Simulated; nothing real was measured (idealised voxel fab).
The following process module bears the name voxel transistor to metal.
Square cells of 5 nm make up the cross-section cut, whose width is 200 nm.
Cross-section, as written here: a square-cell grid given band by band from the top down, where a band holds one or more rows of cells.
Look at the band entry: it leads with the top's height and the bottom's height in nm. Then it lists the materials left to right, with a width in nm for each. The word "edge to edge" on a single material says that material fills the band edge to edge. The word "empty" is empty space.
Heights are expressed relative to 0, this being the level below which the as-received wafer comprises one material exclusively. The lowest band is unbounded in the downward direction and is denoted as in "top 0, no bottom".
Think of "30->40" as a width that walks from the first number to the second as you go down the band, top row to bottom row, taking equal-sized steps from row to row.
"remained the same" for a step: no cell of the cross-section changed in that step.
Look at "Closed void entries" for the closed voids: empty spaces with no open path to the top, sized 8 cells or up. Each is width x height at distance, distance from the left edge, all nm.
Heads up: the bit after the settings on a step's line is the simulator's remark on that step.
"overlay nm", when on a step's line for a step with a mask, measures how far to the right of its planned place the mask lay; a negative measure means to the left.
Process steps foreseen in the plan:
1,RECEIVE | material Si
2,OXIDIZE | depth nm 5
3,CONFORMAL_DEP | material SiN | thk nm 10
4,DIRECTIONAL_DEP | material aC | thk nm 10
5,PATTERN | tone cover | mask id ACTIVE | material resist | width nm 115 | thk nm 30 | overlay nm 0
6,DIRECTIONAL_ETCH | etch materials aC | depth nm 10
7,STRIP | etch materials resist
8,DIRECTIONAL_ETCH | etch materials SiN | depth nm 10
9,DIRECTIONAL_ETCH | etch materials SiO2 | depth nm 5
10,DIRECTIONAL_ETCH | etch materials Si | depth nm 20
11,STRIP | etch materials aC
12,OXIDIZE | depth nm 5
13,FILL_DEP | material SiO2 | thk nm 5
14,CMP | height nm 10
15,SELECTIVE_ETCH | etch materials SiO2 | depth nm 5
16,STRIP | etch materials SiN
17,SELECTIVE_ETCH | etch materials SiO2 | depth nm 5
18,OXIDIZE | depth nm 5
19,DIRECTIONAL_DEP | material polySi | thk nm 25
20,DIRECTIONAL_DEP | material SiCN | thk nm 15
21,PATTERN | tone cover | mask id GATE | material resist | width nm 35 | thk nm 15 | overlay nm 0
22,DIRECTIONAL_ETCH | etch materials SiCN | depth nm 25
23,DIRECTIONAL_ETCH | etch materials polySi | depth nm 35
24,STRIP | etch materials resist
25,CONFORMAL_DEP | material SiN | thk nm 5
26,DIRECTIONAL_ETCH | etch materials SiN | depth nm 5
27,DIRECTIONAL_ETCH | etch materials SiO2 | depth nm 5
28,DIRECTIONAL_ETCH | etch materials Si | depth nm 10
29,EPI | material pSi | thk nm 15
30,FILL_DEP | material SiO2 | thk nm 10
31,CMP | height nm 20
32,STRIP | etch materials polySi
33,SELECTIVE_ETCH | etch materials SiO2 | depth nm 5
34,CONFORMAL_DEP | material HfO2 | thk nm 5
35,CONFORMAL_DEP | material TiN | thk nm 5
36,FILL_DEP | material W | thk nm 10
37,CMP | height nm 15
38,DIRECTIONAL_DEP | material SiO2 | thk nm 10
39,MASKED_ETCH | tone open | mask id CONTACT | width nm 15 | pitch nm 80 | etch materials SiO2 | depth nm 30 | overlay nm 0
40,CONFORMAL_DEP | material TiN | thk nm 5
41,FILL_DEP | material Ru | thk nm 10
42,CMP | height nm 25
43,CONFORMAL_DEP | material SiN | thk nm 5
44,DIRECTIONAL_DEP | material SiO2 | thk nm 20
45,MASKED_ETCH | tone open | mask id METAL_1 | width nm 15 | pitch nm 80 | etch materials SiO2 | depth nm 20 | overlay nm 0
46,MASKED_ETCH | tone open | mask id METAL_1 | width nm 15 | pitch nm 80 | etch materials SiN | depth nm 5 | overlay nm 0
47,CONFORMAL_DEP | material TiN | thk nm 5
48,FILL_DEP | material Cu | thk nm 5
49,CMP | height nm 50
50,EPI | material Ru | thk nm 5
51,FILL_DEP | material SiCN | thk nm 5
As received (post step 1): cross-section:
- top 0, no bottom: Si edge to edge
- Closed void entries: none
First of two wafers, end-of-module section, run followed plan:
- top 60, bottom 55: SiCN edge to edge
- top 55, bottom 50: 45 of SiCN, then 25 of Ru, then 55 of SiCN, then 25 of Ru, then 50 of SiCN
- top 50, bottom 30: 50 of SiO2, then 5 of TiN, then 5 of Cu, then 5 of TiN, then 65 of SiO2, then 5 of TiN, then 5 of Cu, then 5 of TiN, then 55 of SiO2
- top 30, bottom 25: 50 of SiN, then 15 of TiN, then 65 of SiN, then 15 of TiN, then 55 of SiN
- top 25, bottom 15: 50 of SiO2, then 5 of TiN, then 5 of Ru, then 5 of TiN, then 65 of SiO2, then 5 of TiN, then 5 of Ru, then 5 of TiN, then 55 of SiO2
- top 15, bottom 10: 50 of SiO2, then 5 of TiN, then 5 of Ru, then 5 of TiN, then 10 of SiO2, then 5 of SiN, then 5 of HfO2, then 5 of TiN, then 15 of W, then 5 of TiN, then 5 of HfO2, then 5 of SiN, then 10 of SiO2, then 5 of TiN, then 5 of Ru, then 5 of TiN, then 55 of SiO2
- top 10, bottom 5: 50 of SiO2, then 15 of TiN, then 10 of SiO2, then 5 of SiN, then 5 of HfO2, then 5 of TiN, then 15 of W, then 5 of TiN, then 5 of HfO2, then 5 of SiN, then 10 of SiO2, then 15 of TiN, then 55 of SiO2
- top 5, bottom 0: 50 of SiO2, then 10 of TiN, then 15 of pSi, then 5 of SiN, then 5 of HfO2, then 5 of TiN, then 15 of W, then 5 of TiN, then 5 of HfO2, then 5 of SiN, then 15 of pSi, then 10 of TiN, then 55 of SiO2
- top 0, bottom -5: 35 of SiO2, then 5 of SiN, then 10 of SiO2, then 10 of TiN, then 15 of pSi, then 5 of SiN, then 5 of HfO2, then 25 of TiN, then 5 of HfO2, then 5 of SiN, then 15 of pSi, then 10 of TiN, then 10 of SiO2, then 5 of SiN, then 40 of SiO2
- top -5, bottom -10: 40 of SiO2, then 35 of pSi, then 45 of HfO2, then 35 of pSi, then 45 of SiO2
- top -10, bottom -20: 45 of SiO2, then 30 of pSi, then 45 of Si, then 30 of pSi, then 50 of SiO2
- top -20, bottom -30: 45 of SiO2, then 105 of Si, then 50 of SiO2
- top -30, no bottom: Si edge to edge
- Closed void entries: none
Second wafer cross-section at end of module - shared start and plan with the first, one mistake in the run:
- top 60, bottom 55: SiCN edge to edge
- top 55, bottom 50: 45 of SiCN, then 25 of Ru, then 55 of SiCN, then 25 of Ru, then 50 of SiCN
- top 50, bottom 30: 50 of SiO2, then 5 of TiN, then 5 of Cu, then 5 of TiN, then 65 of SiO2, then 5 of TiN, then 5 of Cu, then 5 of TiN, then 55 of SiO2
- top 30, bottom 25: 50 of SiN, then 15 of TiN, then 65 of SiN, then 15 of TiN, then 55 of SiN
- top 25, bottom 20: 50 of SiO2, then 5 of TiN, then 5 of Ru, then 5 of TiN, then 65 of SiO2, then 5 of TiN, then 5 of Ru, then 5 of TiN, then 55 of SiO2
- top 20, bottom 15: 50 of SiO2, then 15 of TiN, then 65 of SiO2, then 15 of TiN, then 55 of SiO2
- top 15, bottom 10: 45 of SiO2, then 30 of pSi, then 5 of SiN, then 5 of HfO2, then 5 of TiN, then 15 of W, then 5 of TiN, then 5 of HfO2, then 5 of SiN, then 30 of pSi, then 50 of SiO2
- top 10, bottom 0: 30 of SiO2, then 45 of pSi, then 5 of SiN, then 5 of HfO2, then 5 of TiN, then 15 of W, then 5 of TiN, then 5 of HfO2, then 5 of SiN, then 45 of pSi, then 35 of SiO2
- top 0, bottom -5: 30 of SiO2, then 5 of pSi, then 5 of SiN, then 35 of pSi, then 5 of SiN, then 5 of HfO2, then 25 of TiN, then 5 of HfO2, then 5 of SiN, then 35 of pSi, then 5 of SiN, then 5 of pSi, then 35 of SiO2
- top -5, bottom -10: 40 of SiO2, then 35 of pSi, then 45 of HfO2, then 35 of pSi, then 45 of SiO2
- top -10, bottom -20: 45 of SiO2, then 30 of pSi, then 45 of Si, then 30 of pSi, then 50 of SiO2
- top -20, bottom -30: 45 of SiO2, then 105 of Si, then 50 of SiO2
- top -30, no bottom: Si edge to edge
- Closed void entries: none
The mistake made against the process plan was this: step 29 of the plan was performed twice
It is noted that, at the conclusion of processing, the second wafer exhibits a higher or lower cell count for certain materials relative to the first: 4 fewer of Ru; 32 fewer of SiO2; 16 fewer of TiN; 52 more of pSi
